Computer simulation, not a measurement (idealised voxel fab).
Proc. module: voxel plated lines
The width of the displayed cross-section, cut, is 240 nm; its cells are square, with a size of 5 nm.
Think of the cross-section as a grid of square cells. We describe it in bands, top to bottom, and each band covers one or more rows of those cells. Read a band's entry like this: the first values are the height of its top and the height of its bottom in nm, and what follows is the sequence of materials from left to right, each with its width in nm. Note that "blank" is empty space, and that a single material marked "full width" reaches across the band from edge to edge. A quick word on heights: they are counted from 0, and under that level the wafer as it came to us is one material throughout. The lowest band is different from the rest in having no bottom; it simply continues downward, written as in "z 0 and below". The two numbers in a width such as "30->40" mark its ends across the band: the first belongs to the top row of cells, the second to the bottom row, and from each row to the next the width moves by the same amount. "no alterations made" after a step means that no cell of the cross-section changed. The label "Enclosed void listing" introduces a list of the empty spaces, 8 cells or larger, that have no open way up to the top; each entry in it reads width x height at distance, where the distance is taken from the left edge and all three are stated in nm. Heads up: the bit after the settings on a step's line is the simulator's remark on that step. Steps that use a mask can have "overlay nm" on their line. It says how far the mask sat to the right of where it was meant to be. Negative means to the left.
-- The process steps that were planned are listed below
1: RECEIVE,material Si
2: CONFORMAL_DEP,material Al2O3,thk nm 10
3: DIRECTIONAL_DEP,material TiN,thk nm 5
4: PATTERN,tone open,mask id LINES,material resist,width nm 30,pitch nm 60,thk nm 30,overlay nm 0
5: EPI,material Ru,thk nm 10
6: EPI,material Ru,thk nm 10
7: STRIP,etch materials resist
8: DIRECTIONAL_ETCH,etch materials TiN,depth nm 5
9: CONFORMAL_DEP,material SiN,thk nm 5
-- As-received wafer cross-section (after step 1)
- z 0 and below = Si full width
- Enclosed void listing: none
-- This is how the wafer looks in cross-section once the module is done, given the starting state and plan above and one mistake in carrying the plan out
- z 50 to 45 = blank 10 nm, SiN 40 nm, blank 20 nm, SiN 40 nm, blank 20 nm, SiN 40 nm, blank 20 nm, SiN 40 nm, blank 10 nm
- z 45 to 15 = blank 10 nm, SiN 5 nm, Ru 30 nm, SiN 5 nm, blank 20 nm, SiN 5 nm, Ru 30 nm, SiN 5 nm, blank 20 nm, SiN 5 nm, Ru 30 nm, SiN 5 nm, blank 20 nm, SiN 5 nm, Ru 30 nm, SiN 5 nm, blank 10 nm
- z 15 to 10 = SiN 15 nm, TiN 30 nm, SiN 30 nm, TiN 30 nm, SiN 30 nm, TiN 30 nm, SiN 30 nm, TiN 30 nm, SiN 15 nm
- z 10 to 0 = Al2O3 full width
- z 0 and below = Si full width
- Enclosed void listing: none
Deviation from plan: one of the indistinguishable steps 5 and 6 was run twice, its identity unknown
